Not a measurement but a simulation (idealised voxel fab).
Process module, titled voxel tone inversion
Square cells of 5 nm make up the cross-section cut, whose width is 140 nm.
Cross-section = grid of square cells, listed top down in bands; band = one or more rows.
What a band's entry tells you: where the top is and where the bottom is, as heights in nm, and after that what lies inside, material by material from left to right, each with its width in nm. Empty space is written as the word "air", and a single material marked with the word "everywhere" occupies the band from edge to edge.
Heights are reckoned from 0. Under this level, the received wafer is all of one material. The bottommost band is open-ended downward, for example "0 nm and below".
The width entry "30->40" should be interpreted row by row: the top row of cells in the band takes the first number, the bottom row takes the second number, and the change between adjacent rows is uniform throughout.
Given "all unchanged" for a step, no cell of the cross-section differs between before and after that step.
In "Closed internal voids" the enclosed voids are listed, meaning empty spaces of 8 cells or larger without any opening to the top. The form is width x height at distance, distance from the left edge, units nm.
Whatever follows a step's settings on its line is a remark the simulator itself makes about that step.
Among the settings permitted on a step's line is "overlay nm"; applied to a step with a mask, it specifies the extent to which the mask lay to the right of its planned position, whereas a negative figure signifies a position to the left.

-- Process steps foreseen in the plan
- 1: RECEIVE with material Si
- 2: CONFORMAL_DEP with material SiCN, thk nm 10
- 3: DIRECTIONAL_DEP with material aC, thk nm 15
- 4: PATTERN with tone cover, mask id POSTS, material resist, width nm 15, pitch nm 30, thk nm 25, overlay nm 0
- 5: DIRECTIONAL_ETCH with etch materials aC, depth nm 15
- 6: STRIP with etch materials resist
- 7: FILL_DEP with material lowk, thk nm 10
- 8: CMP with height nm 25
- 9: STRIP with etch materials aC

-- As received (post step 1): cross-section
0 nm and below = Si everywhere
Closed internal voids: none

-- Wafer cross-section at module end: first of two, run to plan
25 nm to 10 nm = lowk: 45 / air: 15 / lowk: 15 / air: 15 / lowk: 50
10 nm to 0 nm = SiCN everywhere
0 nm and below = Si everywhere
Closed internal voids: none

-- Second wafer cross-section at end of module - shared start and plan with the first, one mistake in the run
25 nm to 15 nm = lowk everywhere
15 nm to 0 nm = lowk: 45 / aC: 15 / lowk: 15 / aC: 15 / lowk: 50
0 nm and below = Si everywhere
Closed internal voids: none
Run error: the plan's step 2 went unexecuted, having been skipped
Cell-count delta at end, second wafer over first, by material: 56 fewer of SiCN | 18 more of aC | 56 more of lowk
